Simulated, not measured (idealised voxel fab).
The process module presented herein is designated voxel tone inversion.
It is cross-section cut that appears here, measuring 190 nm in width, its square cells being 5 nm in size.
A cross-section is written here as square cells arranged in a grid, and it is given in bands from the top down, each band taking up one or more rows of cells. Per band: top height and bottom height in nm, followed by the left-to-right materials and their widths in nm; "everywhere" marks a single material spanning edge to edge, "blank" marks empty space. Ref level 0: as-received wafer is one material below here. Bottom band extends down with no lower bound ("0 -> down"). Per-row width for "30..40": begins at first number (top row of band), ends at second number (bottom row), increment between rows held constant. For the purposes of this document, the phrase "remained unchanged" attached to a step denotes that no cell within the cross-section was modified by that step. "Fully sealed voids" lists enclosed empty spaces (at least 8 cells, no open path upward to the top), each as width x height at distance from the left edge, in nm. Where a step's line continues beyond its settings, the continuation is a remark by the simulator itself on that step. Regarding "overlay nm": on a step with a mask, it is the distance the mask lay to the right of its planned place; a negative value places it to the left. How should the pairs below be read? Each gives the cross-section before one process step and the cross-section after it, the latter drawn only to the lowest band that changed; the step that lies between them, with its settings, appears under the pair. Does a pair pick up where the pair above left off? Only where its entry headed "State before" says so, since pairs can come from different runs of this module on the same starting wafer.
# State before
    0 -> down = Si everywhere
    Fully sealed voids: none
# Resulting Cross-Section
    10 -> 0 = SiN everywhere
    All layers under 0 are left as they were.
    Fully sealed voids: none
The process step bridging the two cross-sections above: CONFORMAL_DEP,material SiN,thk nm 10
State before: see preceding pair, after cross-section.
# Resulting Cross-Section
    25 -> 10 = polySi everywhere
    All layers under 10 are left as they were.
    Fully sealed voids: none
The process step bridging the two cross-sections above: DIRECTIONAL_DEP,material polySi,thk nm 15
State before: see preceding pair, after cross-section.
# Resulting Cross-Section
    50 -> 25 = 15 nm blank, 25 nm resist, 20 nm blank, 25 nm resist, 20 nm blank, 25 nm resist, 20 nm blank, 25 nm resist, 15 nm blank
    All layers under 25 are left as they were.
    Fully sealed voids: none
The process step bridging the two cross-sections above: PATTERN,tone cover,mask id POSTS,material resist,width nm 25,pitch nm 45,thk nm 25,overlay nm 0
State before: see preceding pair, after cross-section.
# Resulting Cross-Section
    50 -> 25 = 15 nm blank, 25 nm resist, 20 nm blank, 25 nm resist, 20 nm blank, 25 nm resist, 20 nm blank, 25 nm resist, 15 nm blank
    25 -> 10 = 15 nm blank, 25 nm polySi, 20 nm blank, 25 nm polySi, 20 nm blank, 25 nm polySi, 20 nm blank, 25 nm polySi, 15 nm blank
    All layers under 10 are left as they were.
    Fully sealed voids: none
The process step bridging the two cross-sections above: DIRECTIONAL_ETCH,etch materials polySi,depth nm 15
State before: see preceding pair, after cross-section.
# Resulting Cross-Section
    25 -> 10 = 15 nm blank, 25 nm polySi, 20 nm blank, 25 nm polySi, 20 nm blank, 25 nm polySi, 20 nm blank, 25 nm polySi, 15 nm blank
    All layers under 10 are left as they were.
    Fully sealed voids: none
The process step bridging the two cross-sections above: STRIP,etch materials resist
State before: see preceding pair, after cross-section.
# Resulting Cross-Section
    30 -> 25 = SiO2 everywhere
    25 -> 10 = 15 nm SiO2, 25 nm polySi, 20 nm SiO2, 25 nm polySi, 20 nm SiO2, 25 nm polySi, 20 nm SiO2, 25 nm polySi, 15 nm SiO2
    All layers under 10 are left as they were.
    Fully sealed voids: none
The process step bridging the two cross-sections above: FILL_DEP,material SiO2,thk nm 5
State before: see preceding pair, after cross-section.
# Resulting Cross-Section
    25 -> 10 = 15 nm SiO2, 25 nm polySi, 20 nm SiO2, 25 nm polySi, 20 nm SiO2, 25 nm polySi, 20 nm SiO2, 25 nm polySi, 15 nm SiO2
    All layers under 10 are left as they were.
    Fully sealed voids: none
The process step bridging the two cross-sections above: CMP,height nm 25
State before: see preceding pair, after cross-section.
# Resulting Cross-Section
    25 -> 10 = 15 nm SiO2, 25 nm blank, 20 nm SiO2, 25 nm blank, 20 nm SiO2, 25 nm blank, 20 nm SiO2, 25 nm blank, 15 nm SiO2
    All layers under 10 are left as they were.
    Fully sealed voids: none
The process step bridging the two cross-sections above: STRIP,etch materials polySi
# State before
    0 -> down = Si everywhere
    Fully sealed voids: none
# Resulting Cross-Section
    15 -> 0 = polySi everywhere
    All layers under 0 are left as they were.
    Fully sealed voids: none
The process step bridging the two cross-sections above: DIRECTIONAL_DEP,material polySi,thk nm 15
State before: see preceding pair, after cross-section.
# Resulting Cross-Section
    25 -> 15 = SiN everywhere
    All layers under 15 are left as they were.
    Fully sealed voids: none
The process step bridging the two cross-sections above: CONFORMAL_DEP,material SiN,thk nm 10
State before: see preceding pair, after cross-section.
# Resulting Cross-Section
    50 -> 25 = 15 nm blank, 25 nm resist, 20 nm blank, 25 nm resist, 20 nm blank, 25 nm resist, 20 nm blank, 25 nm resist, 15 nm blank
    All layers under 25 are left as they were.
    Fully sealed voids: none
The process step bridging the two cross-sections above: PATTERN,tone cover,mask id POSTS,material resist,width nm 25,pitch nm 45,thk nm 25,overlay nm 0
State before: see preceding pair, after cross-section.
# Resulting Cross-Section
    25 -> 15 = SiN everywhere
    All layers under 15 are left as they were.
    Fully sealed voids: none
The process step bridging the two cross-sections above: STRIP,etch materials resist
State before: see preceding pair, after cross-section.
# Resulting Cross-Section
    30 -> 25 = SiO2 everywhere
    All layers under 25 are left as they were.
    Fully sealed voids: none
The process step bridging the two cross-sections above: FILL_DEP,material SiO2,thk nm 5
State before: see preceding pair, after cross-section.
# Resulting Cross-Section
    25 -> 15 = SiN everywhere
    All layers under 15 are left as they were.
    Fully sealed voids: none
The process step bridging the two cross-sections above: CMP,height nm 25
# State before
    0 -> down = Si everywhere
    Fully sealed voids: none
# Resulting Cross-Section
    15 -> 0 = SiN everywhere
    All layers under 0 are left as they were.
    Fully sealed voids: none
The process step bridging the two cross-sections above: CONFORMAL_DEP,material SiN,thk nm 15
State before: see preceding pair, after cross-section.
# Resulting Cross-Section
    30 -> 15 = polySi everywhere
    All layers under 15 are left as they were.
    Fully sealed voids: none
The process step bridging the two cross-sections above: DIRECTIONAL_DEP,material polySi,thk nm 15
State before: see preceding pair, after cross-section.
# Resulting Cross-Section
    55 -> 30 = 15 nm blank, 25 nm resist, 20 nm blank, 25 nm resist, 20 nm blank, 25 nm resist, 20 nm blank, 25 nm resist, 15 nm blank
    All layers under 30 are left as they were.
    Fully sealed voids: none
The process step bridging the two cross-sections above: PATTERN,tone cover,mask id POSTS,material resist,width nm 25,pitch nm 45,thk nm 25,overlay nm 0
State before: see preceding pair, after cross-section.
# Resulting Cross-Section
    55 -> 30 = 15 nm blank, 25 nm resist, 20 nm blank, 25 nm resist, 20 nm blank, 25 nm resist, 20 nm blank, 25 nm resist, 15 nm blank
    30 -> 15 = 15 nm blank, 25 nm polySi, 20 nm blank, 25 nm polySi, 20 nm blank, 25 nm polySi, 20 nm blank, 25 nm polySi, 15 nm blank
    All layers under 15 are left as they were.
    Fully sealed voids: none
The process step bridging the two cross-sections above: DIRECTIONAL_ETCH,etch materials polySi,depth nm 15
State before: see preceding pair, after cross-section.
# Resulting Cross-Section
    30 -> 15 = 15 nm blank, 25 nm polySi, 20 nm blank, 25 nm polySi, 20 nm blank, 25 nm polySi, 20 nm blank, 25 nm polySi, 15 nm blank
    All layers under 15 are left as they were.
    Fully sealed voids: none
The process step bridging the two cross-sections above: STRIP,etch materials resist
State before: see preceding pair, after cross-section.
# Resulting Cross-Section
    35 -> 30 = SiO2 everywhere
    30 -> 15 = 15 nm SiO2, 25 nm polySi, 20 nm SiO2, 25 nm polySi, 20 nm SiO2, 25 nm polySi, 20 nm SiO2, 25 nm polySi, 15 nm SiO2
    All layers under 15 are left as they were.
    Fully sealed voids: none
The process step bridging the two cross-sections above: FILL_DEP,material SiO2,thk nm 5
State before: see preceding pair, after cross-section.
# Resulting Cross-Section
    25 -> 15 = 15 nm SiO2, 25 nm polySi, 20 nm SiO2, 25 nm polySi, 20 nm SiO2, 25 nm polySi, 20 nm SiO2, 25 nm polySi, 15 nm SiO2
    All layers under 15 are left as they were.
    Fully sealed voids: none
The process step bridging the two cross-sections above: CMP,height nm 25
State before: see preceding pair, after cross-section.
# Resulting Cross-Section
    25 -> 15 = 15 nm SiO2, 25 nm blank, 20 nm SiO2, 25 nm blank, 20 nm SiO2, 25 nm blank, 20 nm SiO2, 25 nm blank, 15 nm SiO2
    All layers under 15 are left as they were.
    Fully sealed voids: none
The process step bridging the two cross-sections above: STRIP,etch materials polySi
# State before
    25 -> 10 = polySi everywhere
    10 -> 0 = SiN everywhere
    0 -> down = Si everywhere
    Fully sealed voids: none
# Resulting Cross-Section
    50 -> 25 = 20 nm blank, 20 nm resist, 25 nm blank, 20 nm resist, 25 nm blank, 20 nm resist, 25 nm blank, 20 nm resist, 15 nm blank
    All layers under 25 are left as they were.
    Fully sealed voids: none
The process step bridging the two cross-sections above: PATTERN,tone cover,mask id POSTS,material resist,width nm 20,pitch nm 45,thk nm 25,overlay nm 0
State before: see preceding pair, after cross-section.
# Resulting Cross-Section
    50 -> 25 = 20 nm blank, 20 nm resist, 25 nm blank, 20 nm resist, 25 nm blank, 20 nm resist, 25 nm blank, 20 nm resist, 15 nm blank
    25 -> 10 = 20 nm blank, 20 nm polySi, 25 nm blank, 20 nm polySi, 25 nm blank, 20 nm polySi, 25 nm blank, 20 nm polySi, 15 nm blank
    All layers under 10 are left as they were.
    Fully sealed voids: none
The process step bridging the two cross-sections above: DIRECTIONAL_ETCH,etch materials polySi,depth nm 15
State before: see preceding pair, after cross-section.
# Resulting Cross-Section
    25 -> 10 = 20 nm blank, 20 nm polySi, 25 nm blank, 20 nm polySi, 25 nm blank, 20 nm polySi, 25 nm blank, 20 nm polySi, 15 nm blank
    All layers under 10 are left as they were.
    Fully sealed voids: none
The process step bridging the two cross-sections above: STRIP,etch materials resist
State before: see preceding pair, after cross-section.
# Resulting Cross-Section
    30 -> 25 = SiO2 everywhere
    25 -> 10 = 20 nm SiO2, 20 nm polySi, 25 nm SiO2, 20 nm polySi, 25 nm SiO2, 20 nm polySi, 25 nm SiO2, 20 nm polySi, 15 nm SiO2
    All layers under 10 are left as they were.
    Fully sealed voids: none
The process step bridging the two cross-sections above: FILL_DEP,material SiO2,thk nm 5
State before: see preceding pair, after cross-section.
# Resulting Cross-Section
    25 -> 10 = 20 nm SiO2, 20 nm polySi, 25 nm SiO2, 20 nm polySi, 25 nm SiO2, 20 nm polySi, 25 nm SiO2, 20 nm polySi, 15 nm SiO2
    All layers under 10 are left as they were.
    Fully sealed voids: none
The process step bridging the two cross-sections above: CMP,height nm 25
State before: see preceding pair, after cross-section.
# Resulting Cross-Section
    25 -> 10 = 20 nm SiO2, 20 nm blank, 25 nm SiO2, 20 nm blank, 25 nm SiO2, 20 nm blank, 25 nm SiO2, 20 nm blank, 15 nm SiO2
    All layers under 10 are left as they were.
    Fully sealed voids: none
The process step bridging the two cross-sections above: STRIP,etch materials polySi
# State before
    25 -> 10 = 15 nm blank, 25 nm polySi, 20 nm blank, 25 nm polySi, 20 nm blank, 25 nm polySi, 20 nm blank, 25 nm polySi, 15 nm blank
    10 -> 0 = SiN everywhere
    0 -> down = Si everywhere
    Fully sealed voids: none
# Resulting Cross-Section
    30 -> 25 = SiN everywhere
    25 -> 10 = 15 nm SiN, 25 nm polySi, 20 nm SiN, 25 nm polySi, 20 nm SiN, 25 nm polySi, 20 nm SiN, 25 nm polySi, 15 nm SiN
    All layers under 10 are left as they were.
    Fully sealed voids: none
The process step bridging the two cross-sections above: FILL_DEP,material SiN,thk nm 5
State before: see preceding pair, after cross-section.
# Resulting Cross-Section
    25 -> 10 = 15 nm SiN, 25 nm polySi, 20 nm SiN, 25 nm polySi, 20 nm SiN, 25 nm polySi, 20 nm SiN, 25 nm polySi, 15 nm SiN
    All layers under 10 are left as they were.
    Fully sealed voids: none
The process step bridging the two cross-sections above: CMP,height nm 25
State before: see preceding pair, after cross-section.
# Resulting Cross-Section
    25 -> 10 = 15 nm SiN, 25 nm blank, 20 nm SiN, 25 nm blank, 20 nm SiN, 25 nm blank, 20 nm SiN, 25 nm blank, 15 nm SiN
    All layers under 10 are left as they were.
    Fully sealed voids: none
The process step bridging the two cross-sections above: STRIP,etch materials polySi
# State before
    25 -> 10 = polySi everywhere
    10 -> 0 = SiN everywhere
    0 -> down = Si everywhere
    Fully sealed voids: none
# Resulting Cross-Section
    50 -> 25 = 15 nm resist, 25 nm blank, 20 nm resist, 25 nm blank, 20 nm resist, 25 nm blank, 20 nm resist, 25 nm blank, 15 nm resist
    All layers under 25 are left as they were.
    Fully sealed voids: none
The process step bridging the two cross-sections above: PATTERN,tone open,mask id POSTS,material resist,width nm 25,pitch nm 45,thk nm 25,overlay nm 0
State before: see preceding pair, after cross-section.
# Resulting Cross-Section
    50 -> 25 = 15 nm resist, 25 nm blank, 20 nm resist, 25 nm blank, 20 nm resist, 25 nm blank, 20 nm resist, 25 nm blank, 15 nm resist
    25 -> 10 = 15 nm polySi, 25 nm blank, 20 nm polySi, 25 nm blank, 20 nm polySi, 25 nm blank, 20 nm polySi, 25 nm blank, 15 nm polySi
    All layers under 10 are left as they were.
    Fully sealed voids: none
The process step bridging the two cross-sections above: DIRECTIONAL_ETCH,etch materials polySi,depth nm 15
State before: see preceding pair, after cross-section.
# Resulting Cross-Section
    25 -> 10 = 15 nm polySi, 25 nm blank, 20 nm polySi, 25 nm blank, 20 nm polySi, 25 nm blank, 20 nm polySi, 25 nm blank, 15 nm polySi
    All layers under 10 are left as they were.
    Fully sealed voids: none
The process step bridging the two cross-sections above: STRIP,etch materials resist
State before: see preceding pair, after cross-section.
# Resulting Cross-Section
    30 -> 25 = SiO2 everywhere
    25 -> 10 = 15 nm polySi, 25 nm SiO2, 20 nm polySi, 25 nm SiO2, 20 nm polySi, 25 nm SiO2, 20 nm polySi, 25 nm SiO2, 15 nm polySi
    All layers under 10 are left as they were.
    Fully sealed voids: none
The process step bridging the two cross-sections above: FILL_DEP,material SiO2,thk nm 5
State before: see preceding pair, after cross-section.
# Resulting Cross-Section
    25 -> 10 = 15 nm polySi, 25 nm SiO2, 20 nm polySi, 25 nm SiO2, 20 nm polySi, 25 nm SiO2, 20 nm polySi, 25 nm SiO2, 15 nm polySi
    All layers under 10 are left as they were.
    Fully sealed voids: none
The process step bridging the two cross-sections above: CMP,height nm 25
State before: see preceding pair, after cross-section.
# Resulting Cross-Section
    25 -> 10 = 15 nm blank, 25 nm SiO2, 20 nm blank, 25 nm SiO2, 20 nm blank, 25 nm SiO2, 20 nm blank, 25 nm SiO2, 15 nm blank
    All layers under 10 are left as they were.
    Fully sealed voids: none
The process step bridging the two cross-sections above: STRIP,etch materials polySi
